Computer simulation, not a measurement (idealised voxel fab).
Documented hereafter: the process module known as voxel capacitor over wiring.
Each square cell in cross-section cut measures 5 nm, and the section as a whole is 170 nm wide.
Each cross-section below is a grid of square cells, stated as bands in top-down order, with one or more rows of cells making up each band.
Heights first: top, then bottom, in nm. Then materials, left to right, each with a width in nm. "edge to edge" on a single material: fills the band edge to edge. "air": empty space.
We count height from 0. Below that, the starting wafer is all one material. The lowest band never ends at the bottom but goes on down; see "z 0 and below" for how that is written.
Per-row width for "30..40": begins at first number (top row of band), ends at second number (bottom row), increment between rows held constant.
Given "all unchanged" for a step, no cell of the cross-section differs between before and after that step.
Entry "Closed void listing". Content: empty spaces with no open connection to the top, size 8 cells or greater. Each: width x height at distance. Distance: from left edge. Unit: nm.
What comes after the settings on a step's line is commentary from the simulator itself on that step.
overlay nm: where the mask lay relative to plan, measured to the right, on steps with a mask; negatives go left.
-- The planned process steps are enumerated hereunder
1 RECEIVE | material Si
2 CONFORMAL_DEP | material SiO2 | thk nm 10
3 DIRECTIONAL_DEP | material TiN | thk nm 5
4 DIRECTIONAL_DEP | material Ru | thk nm 15
5 MASKED_ETCH | tone cover | mask id METAL_1 | width nm 25 | pitch nm 80 | etch materials Ru | depth nm 15 | overlay nm 0
6 MASKED_ETCH | tone cover | mask id METAL_1 | width nm 25 | pitch nm 80 | etch materials TiN | depth nm 5 | overlay nm 0
7 CONFORMAL_DEP | material SiCN | thk nm 5
8 FILL_DEP | material lowk | thk nm 10
9 CMP | height nm 30
10 CONFORMAL_DEP | material SiCN | thk nm 5
11 DIRECTIONAL_DEP | material lowk | thk nm 15
12 PATTERN | tone open | mask id PLUG_1 | material resist | width nm 15 | thk nm 15 | overlay nm 0
13 DIRECTIONAL_ETCH | etch materials lowk | depth nm 15
14 DIRECTIONAL_ETCH | etch materials SiCN | depth nm 5
15 STRIP | etch materials resist
16 CONFORMAL_DEP | material TiN | thk nm 5
17 FILL_DEP | material Ru | thk nm 5
18 CMP | height nm 50
19 DIRECTIONAL_DEP | material TiN | thk nm 10
20 DIRECTIONAL_DEP | material SiN | thk nm 5
21 DIRECTIONAL_DEP | material TiN | thk nm 10
22 PATTERN | tone cover | mask id UPPER_PLATE | material resist | width nm 60 | thk nm 15 | overlay nm 0
23 DIRECTIONAL_ETCH | etch materials TiN | depth nm 10
24 DIRECTIONAL_ETCH | etch materials SiN | depth nm 5
25 STRIP | etch materials resist
26 DIRECTIONAL_DEP | material aC | thk nm 10
27 PATTERN | tone cover | mask id LOWER_PLATE | material resist | width nm 70 | thk nm 25 | overlay nm 0
28 DIRECTIONAL_ETCH | etch materials aC | depth nm 10
29 STRIP | etch materials resist
30 DIRECTIONAL_ETCH | etch materials TiN | depth nm 10
31 STRIP | etch materials aC
32 FILL_DEP | material SiO2 | thk nm 15
33 CMP | height nm 85
34 DIRECTIONAL_DEP | material aC | thk nm 15
35 PATTERN | tone open | mask id PLUG_2 | material resist | width nm 15 | thk nm 30 | overlay nm 0
36 DIRECTIONAL_ETCH | etch materials aC | depth nm 15
37 STRIP | etch materials resist
38 DIRECTIONAL_ETCH | etch materials SiO2 | depth nm 10
39 STRIP | etch materials aC
40 CONFORMAL_DEP | material TiN | thk nm 5
41 FILL_DEP | material Ru | thk nm 10
42 CMP | height nm 85
43 CONFORMAL_DEP | material SiCN | thk nm 5
Don't read the plan's width nm for step 12 as applying to every wafer: that's the first wafer's value, and the wafers differ in it, though they all start identical.
-- This is how the first of several wafers looked in cross-section when it arrived, which is after step 1
- z 0 and below: Si edge to edge
- Closed void listing: none
-- Per wafer (row), end of module: delta in cells per material since receipt, (+) for gained, (-) for lost; closed voids after that
width nm 15, +34 Ru, +101 SiCN, +12 SiN, +236 SiO2, +76 TiN, +153 lowk, Closed void listing: none
width nm 20, +37 Ru, +100 SiCN, +12 SiN, +236 SiO2, +77 TiN, +150 lowk, Closed void listing: none
width nm 25, +40 Ru, +99 SiCN, +12 SiN, +236 SiO2, +78 TiN, +147 lowk, Closed void listing: none
width nm 30, +43 Ru, +98 SiCN, +12 SiN, +236 SiO2, +79 TiN, +144 lowk, Closed void listing: none
